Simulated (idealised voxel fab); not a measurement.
Proc. module: voxel gate over fins
Square cells of 5 nm make up the cross-section cut, whose width is 275 nm.
Just so we're on the same page, the cross-sections are grids of square cells, and they're listed out in bands top to bottom, each band one or more rows deep.
The band entry comprises the height of the band's top followed by the height of its bottom, expressed in nm, and subsequently the band's materials from left to right, each stated together with its width in nm. Where a single material is marked with the word "edge to edge", that material fills the band from edge to edge. The word "blank" represents empty space.
Measure heights from 0. That's the level where, below it, the as-received wafer is all one material. The lowest band is bottomless and extends downward; write it as in "from 0 down".
With a width like "30 to 40", each row of cells in the band differs from the next by the same amount, the top row carrying the first number and the bottom row the second.
When a step is marked "all unchanged", none of the cells in the cross-section changed during that step.
The entry titled "Sealed void inventory" provides the empty spaces that have no open way to the top, restricted to those of 8 cells or more. Each is presented as width x height at distance, the distance being measured from the left edge, with all three in nm.
Text after the settings on a step's line: the simulator's own remark on that step.
"overlay nm" on a masked step: distance the mask lay right of its planned place, negative for left.
For the reader: what remains of this document is a series of pairs, each showing a cross-section before one process step and a cross-section after that step which reaches down only to the lowest band that changed, with the step between them and its settings set out under the pair. It should not be assumed that a pair continues from the pair above it; the pairs can come from different runs of this module on the same starting wafer, and such continuity exists only where the entry headed "Pre-step geometry" says so.

Pre-step geometry:
> from 0 down | Si edge to edge
> Sealed void inventory: none

After the Step:
> from 10 to 0 | SiN edge to edge
> Rest of section, below 0: as before.
> Sealed void inventory: none
For reference, the processing step occurring between the two cross-sections presented above is as follows: CONFORMAL_DEP | material SiN | thk nm 10

Pre-step geometry: after-state, pair directly above.

After the Step:
> from 10 to 0 | blank 95 / SiN 15 / blank 20 / SiN 15 / blank 20 / SiN 15 / blank 95
> Rest of section, below 0: as before.
> Sealed void inventory: none
For reference, the processing step occurring between the two cross-sections presented above is as follows: MASKED_ETCH | tone cover | mask id FINS | width nm 15 | pitch nm 35 | etch materials SiN | depth nm 10 | overlay nm 0

Pre-step geometry: after-state, pair directly above.

After the Step:
> from 10 to 0 | blank 95 / SiN 15 / blank 20 / SiN 15 / blank 20 / SiN 15 / blank 95
> from 0 to -40 | blank 95 / Si 15 / blank 20 / Si 15 / blank 20 / Si 15 / blank 95
> Rest of section, below -40: as before.
> Sealed void inventory: none
For reference, the processing step occurring between the two cross-sections presented above is as follows: MASKED_ETCH | tone cover | mask id FINS | width nm 15 | pitch nm 35 | etch materials Si | depth nm 40 | overlay nm 0

Pre-step geometry: after-state, pair directly above.

After the Step:
> from 15 to 10 | SiO2 edge to edge
> from 10 to 0 | SiO2 95 / SiN 15 / SiO2 20 / SiN 15 / SiO2 20 / SiN 15 / SiO2 95
> from 0 to -40 | SiO2 95 / Si 15 / SiO2 20 / Si 15 / SiO2 20 / Si 15 / SiO2 95
> Rest of section, below -40: as before.
> Sealed void inventory: none
For reference, the processing step occurring between the two cross-sections presented above is as follows: FILL_DEP | material SiO2 | thk nm 5

Pre-step geometry: after-state, pair directly above.

After the Step:
> from 10 to 0 | SiO2 95 / SiN 15 / SiO2 20 / SiN 15 / SiO2 20 / SiN 15 / SiO2 95
> Rest of section, below 0: as before.
> Sealed void inventory: none
For reference, the processing step occurring between the two cross-sections presented above is as follows: CMP | height nm 10

Pre-step geometry: after-state, pair directly above.

After the Step:
> from 10 to 0 | blank 95 / SiN 15 / blank 20 / SiN 15 / blank 20 / SiN 15 / blank 95
> from 0 to -10 | blank 95 / Si 15 / blank 20 / Si 15 / blank 20 / Si 15 / blank 95
> Rest of section, below -10: as before.
> Sealed void inventory: none
For reference, the processing step occurring between the two cross-sections presented above is as follows: SELECTIVE_ETCH | etch materials SiO2 | depth nm 20

Pre-step geometry: after-state, pair directly above.

After the Step:
> from 0 to -10 | blank 95 / Si 15 / blank 20 / Si 15 / blank 20 / Si 15 / blank 95
> Rest of section, below -10: as before.
> Sealed void inventory: none
For reference, the processing step occurring between the two cross-sections presented above is as follows: STRIP | etch materials SiN

Pre-step geometry: after-state, pair directly above.

After the Step:
> from 5 to 0 | blank 90 / HfO2 25 / blank 10 / HfO2 25 / blank 10 / HfO2 25 / blank 90
> from 0 to -5 | blank 90 / HfO2 5 / Si 15 / HfO2 5 / blank 10 / HfO2 5 / Si 15 / HfO2 5 / blank 10 / HfO2 5 / Si 15 / HfO2 5 / blank 90
> from -5 to -10 | HfO2 95 / Si 15 / HfO2 20 / Si 15 / HfO2 20 / Si 15 / HfO2 95
> Rest of section, below -10: as before.
> Sealed void inventory: none
For reference, the processing step occurring between the two cross-sections presented above is as follows: CONFORMAL_DEP | material HfO2 | thk nm 5

Pre-step geometry: after-state, pair directly above.

After the Step:
> from 10 to 5 | blank 85 / TiN 105 / blank 85
> from 5 to 0 | blank 85 / TiN 5 / HfO2 25 / TiN 10 / HfO2 25 / TiN 10 / HfO2 25 / TiN 5 / blank 85
> from 0 to -5 | TiN 90 / HfO2 5 / Si 15 / HfO2 5 / TiN 10 / HfO2 5 / Si 15 / HfO2 5 / TiN 10 / HfO2 5 / Si 15 / HfO2 5 / TiN 90
> Rest of section, below -5: as before.
> Sealed void inventory: none
For reference, the processing step occurring between the two cross-sections presented above is as follows: CONFORMAL_DEP | material TiN | thk nm 5

Pre-step geometry: after-state, pair directly above.

After the Step:
> from 20 to 10 | W edge to edge
> from 10 to 5 | W 85 / TiN 105 / W 85
> from 5 to 0 | W 85 / TiN 5 / HfO2 25 / TiN 10 / HfO2 25 / TiN 10 / HfO2 25 / TiN 5 / W 85
> Rest of section, below 0: as before.
> Sealed void inventory: none
For reference, the processing step occurring between the two cross-sections presented above is as follows: FILL_DEP | material W | thk nm 10

Pre-step geometry: after-state, pair directly above.

After the Step:
> from 15 to 10 | W edge to edge
> Rest of section, below 10: as before.
> Sealed void inventory: none
For reference, the processing step occurring between the two cross-sections presented above is as follows: CMP | height nm 15

Pre-step geometry: after-state, pair directly above.

After the Step:
> from 25 to 15 | SiCN edge to edge
> Rest of section, below 15: as before.
> Sealed void inventory: none
For reference, the processing step occurring between the two cross-sections presented above is as follows: CONFORMAL_DEP | material SiCN | thk nm 10

Pre-step geometry:
> from 0 to -10 | blank 95 / Si 15 / blank 20 / Si 15 / blank 20 / Si 15 / blank 95
> from -10 to -40 | SiO2 95 / Si 15 / SiO2 20 / Si 15 / SiO2 20 / Si 15 / SiO2 95
> from -40 down | Si edge to edge
> Sealed void inventory: none

After the Step:
> from 5 to 0 | blank 90 / TiN 25 / blank 10 / TiN 25 / blank 10 / TiN 25 / blank 90
> from 0 to -5 | blank 90 / TiN 5 / Si 15 / TiN 5 / blank 10 / TiN 5 / Si 15 / TiN 5 / blank 10 / TiN 5 / Si 15 / TiN 5 / blank 90
> from -5 to -10 | TiN 95 / Si 15 / TiN 20 / Si 15 / TiN 20 / Si 15 / TiN 95
> Rest of section, below -10: as before.
> Sealed void inventory: none
For reference, the processing step occurring between the two cross-sections presented above is as follows: CONFORMAL_DEP | material TiN | thk nm 5

Pre-step geometry: after-state, pair directly above.

After the Step:
> from 15 to 5 | W edge to edge
> from 5 to 0 | W 90 / TiN 25 / W 10 / TiN 25 / W 10 / TiN 25 / W 90
> from 0 to -5 | W 90 / TiN 5 / Si 15 / TiN 5 / W 10 / TiN 5 / Si 15 / TiN 5 / W 10 / TiN 5 / Si 15 / TiN 5 / W 90
> Rest of section, below -5: as before.
> Sealed void inventory: none
For reference, the processing step occurring between the two cross-sections presented above is as follows: FILL_DEP | material W | thk nm 10

Pre-step geometry: after-state, pair directly above.

After the Step:
> from 25 to 15 | SiCN edge to edge
> Rest of section, below 15: as before.
> Sealed void inventory: none
For reference, the processing step occurring between the two cross-sections presented above is as follows: CONFORMAL_DEP | material SiCN | thk nm 10

Pre-step geometry:
> from 10 to 0 | blank 95 / SiN 15 / blank 20 / SiN 15 / blank 20 / SiN 15 / blank 95
> from 0 to -10 | blank 95 / Si 15 / blank 20 / Si 15 / blank 20 / Si 15 / blank 95
> from -10 to -40 | SiO2 95 / Si 15 / SiO2 20 / Si 15 / SiO2 20 / Si 15 / SiO2 95
> from -40 down | Si edge to edge
> Sealed void inventory: none

After the Step:
> from 10 to 0 | blank 95 / SiN 15 / blank 20 / SiN 15 / blank 20 / SiN 15 / blank 95
> from 0 to -30 | blank 95 / Si 15 / blank 20 / Si 15 / blank 20 / Si 15 / blank 95
> Rest of section, below -30: as before.
> Sealed void inventory: none
For reference, the processing step occurring between the two cross-sections presented above is as follows: SELECTIVE_ETCH | etch materials SiO2 | depth nm 20

Pre-step geometry: after-state, pair directly above.

After the Step:
> from 0 to -30 | blank 95 / Si 15 / blank 20 / Si 15 / blank 20 / Si 15 / blank 95
> Rest of section, below -30: as before.
> Sealed void inventory: none
For reference, the processing step occurring between the two cross-sections presented above is as follows: STRIP | etch materials SiN

Pre-step geometry: after-state, pair directly above.

After the Step:
> from 5 to 0 | blank 90 / HfO2 25 / blank 10 / HfO2 25 / blank 10 / HfO2 25 / blank 90
> from 0 to -25 | blank 90 / HfO2 5 / Si 15 / HfO2 5 / blank 10 / HfO2 5 / Si 15 / HfO2 5 / blank 10 / HfO2 5 / Si 15 / HfO2 5 / blank 90
> from -25 to -30 | HfO2 95 / Si 15 / HfO2 20 / Si 15 / HfO2 20 / Si 15 / HfO2 95
> Rest of section, below -30: as before.
> Sealed void inventory: none
For reference, the processing step occurring between the two cross-sections presented above is as follows: CONFORMAL_DEP | material HfO2 | thk nm 5

Pre-step geometry: after-state, pair directly above.

After the Step:
> from 10 to 5 | blank 85 / TiN 105 / blank 85
> from 5 to 0 | blank 85 / TiN 5 / HfO2 25 / TiN 10 / HfO2 25 / TiN 10 / HfO2 25 / TiN 5 / blank 85
> from 0 to -20 | blank 85 / TiN 5 / HfO2 5 / Si 15 / HfO2 5 / TiN 10 / HfO2 5 / Si 15 / HfO2 5 / TiN 10 / HfO2 5 / Si 15 / HfO2 5 / TiN 5 / blank 85
> from -20 to -25 | TiN 90 / HfO2 5 / Si 15 / HfO2 5 / TiN 10 / HfO2 5 / Si 15 / HfO2 5 / TiN 10 / HfO2 5 / Si 15 / HfO2 5 / TiN 90
> Rest of section, below -25: as before.
> Sealed void inventory: none
For reference, the processing step occurring between the two cross-sections presented above is as follows: CONFORMAL_DEP | material TiN | thk nm 5

Pre-step geometry: after-state, pair directly above.

After the Step:
> from 20 to 10 | W edge to edge
> from 10 to 5 | W 85 / TiN 105 / W 85
> from 5 to 0 | W 85 / TiN 5 / HfO2 25 / TiN 10 / HfO2 25 / TiN 10 / HfO2 25 / TiN 5 / W 85
> from 0 to -20 | W 85 / TiN 5 / HfO2 5 / Si 15 / HfO2 5 / TiN 10 / HfO2 5 / Si 15 / HfO2 5 / TiN 10 / HfO2 5 / Si 15 / HfO2 5 / TiN 5 / W 85
> Rest of section, below -20: as before.
> Sealed void inventory: none
For reference, the processing step occurring between the two cross-sections presented above is as follows: FILL_DEP | material W | thk nm 10

Pre-step geometry: after-state, pair directly above.

After the Step:
> from 15 to 10 | W edge to edge
> Rest of section, below 10: as before.
> Sealed void inventory: none
For reference, the processing step occurring between the two cross-sections presented above is as follows: CMP | height nm 15

Pre-step geometry: after-state, pair directly above.

After the Step:
> from 25 to 15 | SiCN edge to edge
> Rest of section, below 15: as before.
> Sealed void inventory: none
For reference, the processing step occurring between the two cross-sections presented above is as follows: CONFORMAL_DEP | material SiCN | thk nm 10

Pre-step geometry:
> from 10 to 0 | SiO2 95 / SiN 15 / SiO2 20 / SiN 15 / SiO2 20 / SiN 15 / SiO2 95
> from 0 to -40 | SiO2 95 / Si 15 / SiO2 20 / Si 15 / SiO2 20 / Si 15 / SiO2 95
> from -40 down | Si edge to edge
> Sealed void inventory: none

After the Step:
> from 10 to 0 | SiO2 95 / blank 15 / SiO2 20 / blank 15 / SiO2 20 / blank 15 / SiO2 95
> Rest of section, below 0: as before.
> Sealed void inventory: none
For reference, the processing step occurring between the two cross-sections presented above is as follows: STRIP | etch materials SiN

Pre-step geometry: after-state, pair directly above.

After the Step:
> from 0 to -10 | blank 95 / Si 15 / blank 20 / Si 15 / blank 20 / Si 15 / blank 95
> from -10 to -20 | SiO2 75 / blank 20 / Si 15 / blank 20 / Si 15 / blank 20 / Si 15 / blank 20 / SiO2 75
> Rest of section, below -20: as before.
> Sealed void inventory: none
For reference, the processing step occurring between the two cross-sections presented above is as follows: SELECTIVE_ETCH | etch materials SiO2 | depth nm 20

Pre-step geometry: after-state, pair directly above.

After the Step:
> from 5 to 0 | blank 90 / HfO2 25 / blank 10 / HfO2 25 / blank 10 / HfO2 25 / blank 90
> from 0 to -5 | blank 90 / HfO2 5 / Si 15 / HfO2 5 / blank 10 / HfO2 5 / Si 15 / HfO2 5 / blank 10 / HfO2 5 / Si 15 / HfO2 5 / blank 90
> from -5 to -10 | HfO2 80 / blank 10 / HfO2 5 / Si 15 / HfO2 5 / blank 10 / HfO2 5 / Si 15 / HfO2 5 / blank 10 / HfO2 5 / Si 15 / HfO2 5 / blank 10 / HfO2 80
> from -10 to -15 | SiO2 75 / HfO2 5 / blank 10 / HfO2 5 / Si 15 / HfO2 5 / blank 10 / HfO2 5 / Si 15 / HfO2 5 / blank 10 / HfO2 5 / Si 15 / HfO2 5 / blank 10 / HfO2 5 / SiO2 75
> from -15 to -20 | SiO2 75 / HfO2 20 / Si 15 / HfO2 20 / Si 15 / HfO2 20 / Si 15 / HfO2 20 / SiO2 75
> Rest of section, below -20: as before.
> Sealed void inventory: none
For reference, the processing step occurring between the two cross-sections presented above is as follows: CONFORMAL_DEP | material HfO2 | thk nm 5

Pre-step geometry: after-state, pair directly above.

After the Step:
> from 10 to 5 | blank 85 / TiN 105 / blank 85
> from 5 to 0 | blank 85 / TiN 5 / HfO2 25 / TiN 10 / HfO2 25 / TiN 10 / HfO2 25 / TiN 5 / blank 85
> from 0 to -5 | TiN 90 / HfO2 5 / Si 15 / HfO2 5 / TiN 10 / HfO2 5 / Si 15 / HfO2 5 / TiN 10 / HfO2 5 / Si 15 / HfO2 5 / TiN 90
> from -5 to -10 | HfO2 80 / TiN 10 / HfO2 5 / Si 15 / HfO2 5 / TiN 10 / HfO2 5 / Si 15 / HfO2 5 / TiN 10 / HfO2 5 / Si 15 / HfO2 5 / TiN 10 / HfO2 80
> from -10 to -15 | SiO2 75 / HfO2 5 / TiN 10 / HfO2 5 / Si 15 / HfO2 5 / TiN 10 / HfO2 5 / Si 15 / HfO2 5 / TiN 10 / HfO2 5 / Si 15 / HfO2 5 / TiN 10 / HfO2 5 / SiO2 75
> Rest of section, below -15: as before.
> Sealed void inventory: none
For reference, the processing step occurring between the two cross-sections presented above is as follows: CONFORMAL_DEP | material TiN | thk nm 5

Pre-step geometry: after-state, pair directly above.

After the Step:
> from 20 to 10 | W edge to edge
> from 10 to 5 | W 85 / TiN 105 / W 85
> from 5 to 0 | W 85 / TiN 5 / HfO2 25 / TiN 10 / HfO2 25 / TiN 10 / HfO2 25 / TiN 5 / W 85
> Rest of section, below 0: as before.
> Sealed void inventory: none
For reference, the processing step occurring between the two cross-sections presented above is as follows: FILL_DEP | material W | thk nm 10

Pre-step geometry: after-state, pair directly above.

After the Step:
> from 15 to 10 | W edge to edge
> Rest of section, below 10: as before.
> Sealed void inventory: none
For reference, the processing step occurring between the two cross-sections presented above is as follows: CMP | height nm 15

Pre-step geometry: after-state, pair directly above.

After the Step:
> from 25 to 15 | SiCN edge to edge
> Rest of section, below 15: as before.
> Sealed void inventory: none
For reference, the processing step occurring between the two cross-sections presented above is as follows: CONFORMAL_DEP | material SiCN | thk nm 10

Pre-step geometry:
> from 0 to -10 | blank 95 / Si 15 / blank 20 / Si 15 / blank 20 / Si 15 / blank 95
> from -10 to -40 | SiO2 95 / Si 15 / SiO2 20 / Si 15 / SiO2 20 / Si 15 / SiO2 95
> from -40 down | Si edge to edge
> Sealed void inventory: none

After the Step:
> from 15 to 5 | blank 80 / HfO2 115 / blank 80
> from 5 to 0 | HfO2 edge to edge
> from 0 to -10 | HfO2 95 / Si 15 / HfO2 20 / Si 15 / HfO2 20 / Si 15 / HfO2 95
> Rest of section, below -10: as before.
> Sealed void inventory: none
For reference, the processing step occurring between the two cross-sections presented above is as follows: CONFORMAL_DEP | material HfO2 | thk nm 15

Pre-step geometry: after-state, pair directly above.

After the Step:
> from 20 to 15 | blank 75 / TiN 125 / blank 75
> from 15 to 10 | blank 75 / TiN 5 / HfO2 115 / TiN 5 / blank 75
> from 10 to 5 | TiN 80 / HfO2 115 / TiN 80
> Rest of section, below 5: as before.
> Sealed void inventory: none
For reference, the processing step occurring between the two cross-sections presented above is as follows: CONFORMAL_DEP | material TiN | thk nm 5

Pre-step geometry: after-state, pair directly above.

After the Step:
> from 30 to 20 | W edge to edge
> from 20 to 15 | W 75 / TiN 125 / W 75
> from 15 to 10 | W 75 / TiN 5 / HfO2 115 / TiN 5 / W 75
> Rest of section, below 10: as before.
> Sealed void inventory: none
For reference, the processing step occurring between the two cross-sections presented above is as follows: FILL_DEP | material W | thk nm 10

Pre-step geometry: after-state, pair directly above.

After the Step:
> from 15 to 10 | W 75 / TiN 5 / HfO2 115 / TiN 5 / W 75
> Rest of section, below 10: as before.
> Sealed void inventory: none
For reference, the processing step occurring between the two cross-sections presented above is as follows: CMP | height nm 15

Pre-step geometry: after-state, pair directly above.

After the Step:
> from 25 to 15 | SiCN edge to edge
> Rest of section, below 15: as before.
> Sealed void inventory: none
For reference, the processing step occurring between the two cross-sections presented above is as follows: CONFORMAL_DEP | material SiCN | thk nm 10

Pre-step geometry:
> from 5 to 0 | blank 90 / HfO2 25 / blank 10 / HfO2 25 / blank 10 / HfO2 25 / blank 90
> from 0 to -5 | blank 90 / HfO2 5 / Si 15 / HfO2 5 / blank 10 / HfO2 5 / Si 15 / HfO2 5 / blank 10 / HfO2 5 / Si 15 / HfO2 5 / blank 90
> from -5 to -10 | HfO2 95 / Si 15 / HfO2 20 / Si 15 / HfO2 20 / Si 15 / HfO2 95
> from -10 to -40 | SiO2 95 / Si 15 / SiO2 20 / Si 15 / SiO2 20 / Si 15 / SiO2 95
> from -40 down | Si edge to edge
> Sealed void inventory: none

After the Step:
> from 10 to 5 | blank 85 / SiO2 105 / blank 85
> from 5 to 0 | blank 85 / SiO2 5 / HfO2 25 / SiO2 10 / HfO2 25 / SiO2 10 / HfO2 25 / SiO2 5 / blank 85
> from 0 to -5 | SiO2 90 / HfO2 5 / Si 15 / HfO2 5 / SiO2 10 / HfO2 5 / Si 15 / HfO2 5 / SiO2 10 / HfO2 5 / Si 15 / HfO2 5 / SiO2 90
> Rest of section, below -5: as before.
> Sealed void inventory: none
For reference, the processing step occurring between the two cross-sections presented above is as follows: CONFORMAL_DEP | material SiO2 | thk nm 5

Pre-step geometry: after-state, pair directly above.

After the Step:
> from 20 to 10 | W edge to edge
> from 10 to 5 | W 85 / SiO2 105 / W 85
> from 5 to 0 | W 85 / SiO2 5 / HfO2 25 / SiO2 10 / HfO2 25 / SiO2 10 / HfO2 25 / SiO2 5 / W 85
> Rest of section, below 0: as before.
> Sealed void inventory: none
For reference, the processing step occurring between the two cross-sections presented above is as follows: FILL_DEP | material W | thk nm 10

Pre-step geometry: after-state, pair directly above.

After the Step:
> from 15 to 10 | W edge to edge
> Rest of section, below 10: as before.
> Sealed void inventory: none
For reference, the processing step occurring between the two cross-sections presented above is as follows: CMP | height nm 15

Pre-step geometry: after-state, pair directly above.

After the Step:
> from 25 to 15 | SiCN edge to edge
> Rest of section, below 15: as before.
> Sealed void inventory: none
For reference, the processing step occurring between the two cross-sections presented above is as follows: CONFORMAL_DEP | material SiCN | thk nm 10
